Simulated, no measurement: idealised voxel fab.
The process module that follows is named voxel capacitor over wiring.
Section cut is 255 nm wide and gridded with 5 nm square cells.
When this document writes out a cross-section, it uses a grid of square cells and lists it as bands, beginning at the top and moving down, with a band standing for one or more rows of cells. Band: top height; bottom height; in nm. Then, left to right: material with width in nm, for each material. "edge to edge": a single material spanning edge to edge. "empty": empty space. Beneath 0, the wafer as received is one material, and that level is where height counting begins. The lowest band goes on downward without a bottom; it is written like "0 down". Width spec "30 to 40" -> top row of cells at first value, bottom row at second value, equal per-row change in between. Take "no alteration" at face value: in the step it is given for, the cross-section changed in none of its cells. Look at "Sealed-off cavities" for the closed voids: empty spaces with no open path to the top, sized 8 cells or up. Each is width x height at distance, distance from the left edge, all nm. Note: text after step settings on the step line = simulator remark on that step. If you see "overlay nm" on a step's line and that step has a mask, it's telling you how far right of where it was planned the mask ended up; a negative number means it went left instead.
Planned step list for the process
1,RECEIVE | material Si
2,CONFORMAL_DEP | material SiO2 | thk nm 15
3,DIRECTIONAL_DEP | material TiN | thk nm 5
4,DIRECTIONAL_DEP | material W | thk nm 20
5,MASKED_ETCH | tone cover | mask id METAL_1 | width nm 20 | pitch nm 85 | etch materials W | depth nm 20 | overlay nm 0
6,MASKED_ETCH | tone cover | mask id METAL_1 | width nm 20 | pitch nm 85 | etch materials TiN | depth nm 5 | overlay nm 0
7,FILL_DEP | material lowk | thk nm 5
8,CMP | height nm 40
9,CONFORMAL_DEP | material SiCN | thk nm 5
10,DIRECTIONAL_DEP | material lowk | thk nm 10
11,DIRECTIONAL_DEP | material aC | thk nm 10
12,PATTERN | tone open | mask id PLUG_1 | material resist | width nm 15 | thk nm 30 | overlay nm 0
13,DIRECTIONAL_ETCH | etch materials aC | depth nm 10
14,STRIP | etch materials resist
15,DIRECTIONAL_ETCH | etch materials lowk | depth nm 10
16,DIRECTIONAL_ETCH | etch materials SiCN | depth nm 5
17,STRIP | etch materials aC
18,EPI | material Ru | thk nm 10
19,EPI | material Ru | thk nm 5
20,DIRECTIONAL_DEP | material TiN | thk nm 10
21,DIRECTIONAL_DEP | material Al2O3 | thk nm 5
22,DIRECTIONAL_DEP | material TiN | thk nm 5
23,DIRECTIONAL_DEP | material aC | thk nm 10
24,PATTERN | tone cover | mask id UPPER_PLATE | material resist | width nm 70 | thk nm 25 | overlay nm 0
25,DIRECTIONAL_ETCH | etch materials aC | depth nm 10
26,STRIP | etch materials resist
27,DIRECTIONAL_ETCH | etch materials TiN | depth nm 5
28,DIRECTIONAL_ETCH | etch materials Al2O3 | depth nm 5
29,STRIP | etch materials aC
30,DIRECTIONAL_DEP | material aC | thk nm 15
31,PATTERN | tone cover | mask id LOWER_PLATE | material resist | width nm 80 | thk nm 35 | overlay nm 0
32,DIRECTIONAL_ETCH | etch materials aC | depth nm 15
33,STRIP | etch materials resist
34,DIRECTIONAL_ETCH | etch materials TiN | depth nm 10
35,STRIP | etch materials aC
36,FILL_DEP | material SiO2 | thk nm 15
37,CMP | height nm 85
38,MASKED_ETCH | tone open | mask id PLUG_2 | width nm 15 | etch materials SiO2 | depth nm 10 | overlay nm 0
39,CONFORMAL_DEP | material TiN | thk nm 5
40,FILL_DEP | material W | thk nm 5
41,CMP | height nm 85
42,CONFORMAL_DEP | material SiN | thk nm 5
The cross-section here shows the wafer as received, i.e. in its state after step 1
- 0 down: Si edge to edge
- Sealed-off cavities: none
The first of two wafers, cross-sectioned at the end of the module, with the run proceeding as planned
- 90 to 85: SiN edge to edge
- 85 to 80: SiO2 90  TiN 5  W 5  TiN 5  SiO2 150
- 80 to 70: SiO2 90 to 80  TiN 15 to 70  SiO2 150 to 105
- 70 to 65: SiO2 80  Al2O3 70  SiO2 105
- 65 to 55: SiO2 75  TiN 80  SiO2 100
- 55 to 45: lowk 80  Ru 15  lowk 160
- 45 to 40: SiCN 80  Ru 15  SiCN 160
- 40 to 20: lowk 75  W 20  lowk 65  W 20  lowk 75
- 20 to 15: lowk 75  TiN 20  lowk 65  TiN 20  lowk 75
- 15 to 0: SiO2 edge to edge
- 0 down: Si edge to edge
- Sealed-off cavities: none
End of module, second wafer, cross-section. Started like the first, planned like the first, run with one mistake
- 90 to 85: SiN edge to edge
- 85 to 80: SiO2 90  TiN 5  W 5  TiN 5  SiO2 150
- 80 to 70: SiO2 90 to 95  TiN 15 to 55  SiO2 150 to 105
- 70 to 65: SiO2 95  Al2O3 55  SiO2 105
- 65 to 60: SiO2 75  TiN 80  SiO2 100
- 60 to 55: SiO2 75  TiN 5  Al2O3 15  TiN 60  SiO2 100
- 55 to 45: lowk 80  TiN 15  lowk 160
- 45 to 40: SiCN 80  Ru 15  SiCN 160
- 40 to 20: lowk 75  W 20  lowk 65  W 20  lowk 75
- 20 to 15: lowk 75  TiN 20  lowk 65  TiN 20  lowk 75
- 15 to 0: SiO2 edge to edge
- 0 down: Si edge to edge
- Sealed-off cavities: none
It is concluded that the wafer was processed incorrectly with respect to the plan, in that step 18 was dropped from the plan's execution and never run
Bottom line after processing is that, in cells, the second wafer is up or down on some materials versus the first: 6 fewer of Ru | 6 more of SiO2
